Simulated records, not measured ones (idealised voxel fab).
You're looking at the process module voxel capacitor over wiring.
Cross-section cut: width 260 nm, square cells of 5 nm.
Throughout this document, each cross-section is represented as a grid of square cells and is presented as a sequence of bands enumerated from the top downward, where a band comprises one or more rows of cells.
Top height, bottom height, nm. Materials left to right, width each, nm. Single material + "everywhere" = fills band edge to edge. "blank" = empty.
Height is counted from the level 0, under which the received wafer is composed throughout of one material. The lowest of the bands is not closed at the bottom but continues downward, in the notation "0 down".
Graded width ("30 to 40"): value in top row of band = first number; value in bottom row = second number; row-to-row change constant.
Step marked "remained unchanged"? Then no cell in the cross-section changed in it.
You'll see "Sealed-off cavities" listing empty spaces that have no way open to the top, as long as they're 8 cells or more; the notation is width x height at distance, where the distance is from the left edge, and all of it is in nm.
Past the settings on a step's line: simulator remark, on that step.
Steps that use a mask can have "overlay nm" on their line. It says how far the mask sat to the right of where it was meant to be. Negative means to the left.

# Intended process steps
step 1: RECEIVE | material Si
step 2: CONFORMAL_DEP | material SiO2 | thk nm 15
step 3: DIRECTIONAL_DEP | material TiN | thk nm 5
step 4: DIRECTIONAL_DEP | material Ru | thk nm 25
step 5: PATTERN | tone cover | mask id METAL_1 | material resist | width nm 25 | pitch nm 95 | thk nm 15 | overlay nm 0
step 6: DIRECTIONAL_ETCH | etch materials Ru | depth nm 25
step 7: DIRECTIONAL_ETCH | etch materials TiN | depth nm 5
step 8: STRIP | etch materials resist
step 9: FILL_DEP | material SiO2 | thk nm 5
step 10: CMP | height nm 45
step 11: CONFORMAL_DEP | material SiCN | thk nm 5
step 12: DIRECTIONAL_DEP | material SiO2 | thk nm 10
step 13: DIRECTIONAL_DEP | material aC | thk nm 10
step 14: PATTERN | tone open | mask id PLUG_1 | material resist | width nm 15 | thk nm 25 | overlay nm 0
step 15: DIRECTIONAL_ETCH | etch materials aC | depth nm 10
step 16: STRIP | etch materials resist
step 17: DIRECTIONAL_ETCH | etch materials SiO2 | depth nm 10
step 18: DIRECTIONAL_ETCH | etch materials SiCN | depth nm 5
step 19: STRIP | etch materials aC
step 20: EPI | material Ru | thk nm 10
step 21: EPI | material Ru | thk nm 5
step 22: DIRECTIONAL_DEP | material TiN | thk nm 5
step 23: DIRECTIONAL_DEP | material Al2O3 | thk nm 5
step 24: DIRECTIONAL_DEP | material TiN | thk nm 5
step 25: MASKED_ETCH | tone cover | mask id UPPER_PLATE | width nm 75 | etch materials TiN | depth nm 5 | overlay nm 0
step 26: MASKED_ETCH | tone cover | mask id UPPER_PLATE | width nm 75 | etch materials Al2O3 | depth nm 5 | overlay nm 0
step 27: DIRECTIONAL_DEP | material aC | thk nm 15
step 28: PATTERN | tone cover | mask id LOWER_PLATE | material resist | width nm 85 | thk nm 30 | overlay nm 0
step 29: DIRECTIONAL_ETCH | etch materials aC | depth nm 15
step 30: STRIP | etch materials resist
step 31: DIRECTIONAL_ETCH | etch materials TiN | depth nm 5
step 32: STRIP | etch materials aC
step 33: FILL_DEP | material SiO2 | thk nm 15
step 34: CMP | height nm 85
step 35: MASKED_ETCH | tone open | mask id PLUG_2 | width nm 15 | etch materials SiO2 | depth nm 10 | overlay nm 0
step 36: CONFORMAL_DEP | material TiN | thk nm 5
step 37: FILL_DEP | material W | thk nm 5
step 38: CMP | height nm 85
step 39: CONFORMAL_DEP | material SiN | thk nm 5

# Incoming wafer in cross-section (state: after step 1)
  0 down: Si everywhere
  Sealed-off cavities: none

# End-of-module cross-section of the first of two wafers, processed as planned
  90 to 85: SiN everywhere
  85 to 80: SiO2 (90) / TiN (5) / W (5) / TiN (5) / SiO2 (155)
  80 to 70: SiO2 (90 to 80) / TiN (15 to 75) / SiO2 (155 to 105)
  70 to 65: SiO2 (80) / Al2O3 (75) / SiO2 (105)
  65 to 60: SiO2 (75) / TiN (85) / SiO2 (100)
  60 to 50: SiO2 (80) / Ru (15) / SiO2 (165)
  50 to 45: SiCN (80) / Ru (15) / SiCN (165)
  45 to 20: SiO2 (70) / Ru (25) / SiO2 (70) / Ru (25) / SiO2 (70)
  20 to 15: SiO2 (70) / TiN (25) / SiO2 (70) / TiN (25) / SiO2 (70)
  15 to 0: SiO2 everywhere
  0 down: Si everywhere
  Sealed-off cavities: none

# Module end: cross-section of wafer two of two. Same start and process plan as the first wafer. One mistake during execution
  90 to 85: SiN everywhere
  85 to 80: SiO2 (90) / TiN (5) / W (5) / TiN (5) / SiO2 (155)
  80 to 70: SiO2 (90 to 80) / TiN (15 to 75) / SiO2 (155 to 105)
  70 to 65: SiO2 (80) / Al2O3 (75) / SiO2 (105)
  65 to 60: SiO2 (75) / TiN (85) / SiO2 (100)
  60 to 50: SiO2 (80) / Ru (15) / SiO2 (165)
  50 to 45: SiCN (80) / Ru (15) / SiCN (165)
  45 to 20: SiO2 (70) / Ru (25) / SiO2 (70) / Ru (25) / SiO2 (70)
  20 to 15: SiO2 (70) / TiN (25) / SiO2 (70) / TiN (25) / SiO2 (70)
  15 to 0: SiN everywhere
  0 down: Si everywhere
  Sealed-off cavities: none
Where did the run depart from the plan? contrary to plan, step 2 was performed as CONFORMAL_DEP | material SiN | thk nm 15
Upon completion, the second wafer contains, in terms of cells, a greater or smaller amount of certain materials than the first wafer: 156 more of SiN, 156 fewer of SiO2
